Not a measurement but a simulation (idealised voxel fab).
The name of this process module is voxel self aligned vias.
FYI the section here is cut, 295 nm wide, cells are 5 nm squares.
Throughout this document, each cross-section is represented as a grid of square cells and is presented as a sequence of bands enumerated from the top downward, where a band comprises one or more rows of cells.
Per band: top height and bottom height in nm, followed by the left-to-right materials and their widths in nm; "full width" marks a single material spanning edge to edge, "air" marks empty space.
Heads up on the height convention: 0 is the point under which the incoming wafer is all one material, and the lowest band has no bottom, it just keeps going down, like "0 nm and below".
Width: "30 to 40" (first number = top row, second number = bottom row, same change from row to row of cells).
It should be understood that the words "all unchanged", when stated for a given step, signify that the cross-section underwent no change in any of its cells during that step.
"Enclosed void list" lists enclosed empty spaces (at least 8 cells, no open path upward to the top), each as width x height at distance from the left edge, in nm.
Whatever follows a step's settings on its line is a remark the simulator itself makes about that step.
A step line may carry the setting "overlay nm", which, for steps involving a mask, states the distance by which the mask lay to the right of its intended position; negative values denote displacement to the left.

### Intended process steps
step 1: RECEIVE | material Si
step 2: CONFORMAL_DEP | material SiO2 | thk nm 15
step 3: CONFORMAL_DEP | material SiCN | thk nm 5
step 4: DIRECTIONAL_DEP | material lowk | thk nm 25
step 5: DIRECTIONAL_DEP | material aC | thk nm 15
step 6: PATTERN | tone open | mask id LINES | material resist | width nm 25 | pitch nm 60 | thk nm 30 | overlay nm -15
step 7: DIRECTIONAL_ETCH | etch materials aC | depth nm 15
step 8: STRIP | etch materials resist
step 9: DIRECTIONAL_ETCH | etch materials lowk | depth nm 25
step 10: STRIP | etch materials aC
step 11: CONFORMAL_DEP | material TiN | thk nm 5
step 12: FILL_DEP | material Ru | thk nm 10
step 13: CMP | height nm 45
step 14: SELECTIVE_ETCH | etch materials W Ru TiN | depth nm 5
step 15: FILL_DEP | material SiN | thk nm 5
step 16: CMP | height nm 45
step 17: DIRECTIONAL_DEP | material lowk | thk nm 15
step 18: PATTERN | tone open | mask id VIAS | material resist | width nm 45 | pitch nm 60 | thk nm 15 | overlay nm 0
step 19: DIRECTIONAL_ETCH | etch materials lowk | depth nm 15
step 20: DIRECTIONAL_ETCH | etch materials SiN | depth nm 5
step 21: STRIP | etch materials resist
step 22: CONFORMAL_DEP | material TiN | thk nm 5
step 23: FILL_DEP | material Ru | thk nm 10
step 24: CMP | height nm 60
step 25: CONFORMAL_DEP | material SiN | thk nm 5
Same starting wafers, different overlay nm at step 6. Plan value belongs to the first wafer.

### first wafer as received, after step 1
  0 nm and below = Si full width
  Enclosed void list: none

### The rows of the table below are wafers. Looking at the end of the module, a row counts, for every material, the cells the wafer has gained, shown as (+), or lost, shown as (-), since it was received; its closed voids come next
overlay nm -15; +75 Ru; +59 SiCN; +62 SiN; +177 SiO2; +78 TiN; +316 lowk; Enclosed void list: none
overlay nm -10; +78 Ru; +59 SiCN; +59 SiN; +177 SiO2; +78 TiN; +316 lowk; Enclosed void list: none
overlay nm -5; +78 Ru; +59 SiCN; +59 SiN; +177 SiO2; +78 TiN; +316 lowk; Enclosed void list: none
overlay nm 0; +78 Ru; +59 SiCN; +59 SiN; +177 SiO2; +78 TiN; +316 lowk; Enclosed void list: none
overlay nm 5; +78 Ru; +59 SiCN; +59 SiN; +177 SiO2; +78 TiN; +316 lowk; Enclosed void list: none
overlay nm 10; +78 Ru; +59 SiCN; +59 SiN; +177 SiO2; +78 TiN; +316 lowk; Enclosed void list: none
overlay nm 15; +75 Ru; +59 SiCN; +62 SiN; +177 SiO2; +78 TiN; +316 lowk; Enclosed void list: none
